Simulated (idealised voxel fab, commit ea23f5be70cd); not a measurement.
process module | voxel transistor to metal
cross-section cut | 275 nm wide | cells 5 nm
A cross-section is a grid of square cells, given in bands from the top down. A band is one or more rows of cells.
Each band's line starts with the height of the band's top and of its bottom, in nm. Then come its materials from left to right, each with its width in nm. One material with "throughout" fills the band from edge to edge. "air" is empty space.
Height 0 is the level under which the wafer as received is all one material. The lowest band goes on downwards, as in "0 down".
A width such as "30 to 40" changes by the same amount from each row of cells to the next, from the band's top row to its bottom row.
"no change" after a step means that no cell of the cross-section changed.
closed voids: empty space of 8 cells or more with no open way to the top, each as width x height at its distance from the left edge, in nm
after a step's settings: what the simulator itself notes on the step
overlay nm, on a step with a mask: how far to the right of its planned place the mask lay; to the left if negative
plan
1 op RECEIVE | material Si
2 op CONFORMAL_DEP | material SiO2 | thk nm 5
3 op CONFORMAL_DEP | material SiN | thk nm 10
4 op DIRECTIONAL_DEP | material aC | thk nm 10
5 op PATTERN | tone cover | mask id ACTIVE | material resist | width nm 105 | pitch nm 125 | thk nm 30 | overlay nm 0
6 op DIRECTIONAL_ETCH | etch materials aC | depth nm 10
7 op STRIP | etch materials resist
8 op DIRECTIONAL_ETCH | etch materials SiN | depth nm 10
9 op DIRECTIONAL_ETCH | etch materials SiO2 | depth nm 5
10 op DIRECTIONAL_ETCH | etch materials Si | depth nm 20
11 op STRIP | etch materials aC
12 op OXIDIZE | depth nm 5
13 op FILL_DEP | material SiO2 | thk nm 15
14 op CMP | height nm 15
15 op SELECTIVE_ETCH | etch materials SiO2 | depth nm 10
16 op STRIP | etch materials SiN
17 op SELECTIVE_ETCH | etch materials SiO2 | depth nm 5
18 op OXIDIZE | depth nm 5
19 op DIRECTIONAL_DEP | material polySi | thk nm 25
20 op DIRECTIONAL_DEP | material SiCN | thk nm 15
21 op PATTERN | tone cover | mask id GATE | material resist | width nm 15 | pitch nm 125 | thk nm 15 | overlay nm 0
22 op DIRECTIONAL_ETCH | etch materials SiCN | depth nm 25
23 op DIRECTIONAL_ETCH | etch materials polySi | depth nm 35
24 op STRIP | etch materials resist
25 op CONFORMAL_DEP | material SiO2 | thk nm 5
26 op DIRECTIONAL_ETCH | etch materials SiO2 | depth nm 5
27 op CONFORMAL_DEP | material SiN | thk nm 10
28 op DIRECTIONAL_ETCH | etch materials SiN | depth nm 10
29 op DIRECTIONAL_ETCH | etch materials SiO2 | depth nm 5
30 op EPI | material SiGe | thk nm 5
31 op FILL_DEP | material SiO2 | thk nm 10
32 op CMP | height nm 25
33 op STRIP | etch materials polySi
34 op SELECTIVE_ETCH | etch materials SiO2 | depth nm 5
35 op CONFORMAL_DEP | material HfO2 | thk nm 5
36 op CONFORMAL_DEP | material TiN | thk nm 5
37 op FILL_DEP | material W | thk nm 5
38 op CMP | height nm 20
39 op DIRECTIONAL_DEP | material SiO2 | thk nm 10
40 op MASKED_ETCH | tone open | mask id CONTACT | width nm 15 | etch materials SiO2 | depth nm 30 | overlay nm 0
41 op CONFORMAL_DEP | material TiN | thk nm 5
42 op FILL_DEP | material Ru | thk nm 5
43 op CMP | height nm 30
44 op DIRECTIONAL_DEP | material TiN | thk nm 5
45 op DIRECTIONAL_DEP | material Ru | thk nm 25
46 op PATTERN | tone cover | mask id METAL_1 | material resist | width nm 15 | thk nm 20 | overlay nm 0
47 op DIRECTIONAL_ETCH | etch materials Ru | depth nm 25
48 op DIRECTIONAL_ETCH | etch materials TiN | depth nm 5
49 op STRIP | etch materials resist
50 op FILL_DEP | material lowk | thk nm 5
51 op CMP | height nm 60
52 op CONFORMAL_DEP | material SiN | thk nm 5
varied across the wafers: width nm of step 21. The plan shows the first wafer's value. All wafers start alike
first wafer as received, after step 1
  0 down: Si throughout
  closed voids: none
each wafer at the end: cells of each material gained (+) or lost (-) since it was received, then its closed voids
width nm 15 | +26 HfO2 | +80 Ru | -123 Si | +24 SiGe | +87 SiN | +275 SiO2 | +82 TiN | +6 W | +258 lowk | closed voids: none
width nm 20 | +28 HfO2 | +80 Ru | -123 Si | +22 SiGe | +87 SiN | +267 SiO2 | +84 TiN | +12 W | +258 lowk | closed voids: none
width nm 25 | +30 HfO2 | +80 Ru | -123 Si | +20 SiGe | +87 SiN | +259 SiO2 | +86 TiN | +18 W | +258 lowk | closed voids: none
width nm 30 | +32 HfO2 | +80 Ru | -123 Si | +18 SiGe | +87 SiN | +251 SiO2 | +88 TiN | +24 W | +258 lowk | closed voids: none
width nm 35 | +34 HfO2 | +80 Ru | -123 Si | +16 SiGe | +87 SiN | +243 SiO2 | +90 TiN | +30 W | +258 lowk | closed voids: none
width nm 40 | +36 HfO2 | +72 Ru | -123 Si | +14 SiGe | +87 SiN | +243 SiO2 | +92 TiN | +36 W | +258 lowk | closed voids: none
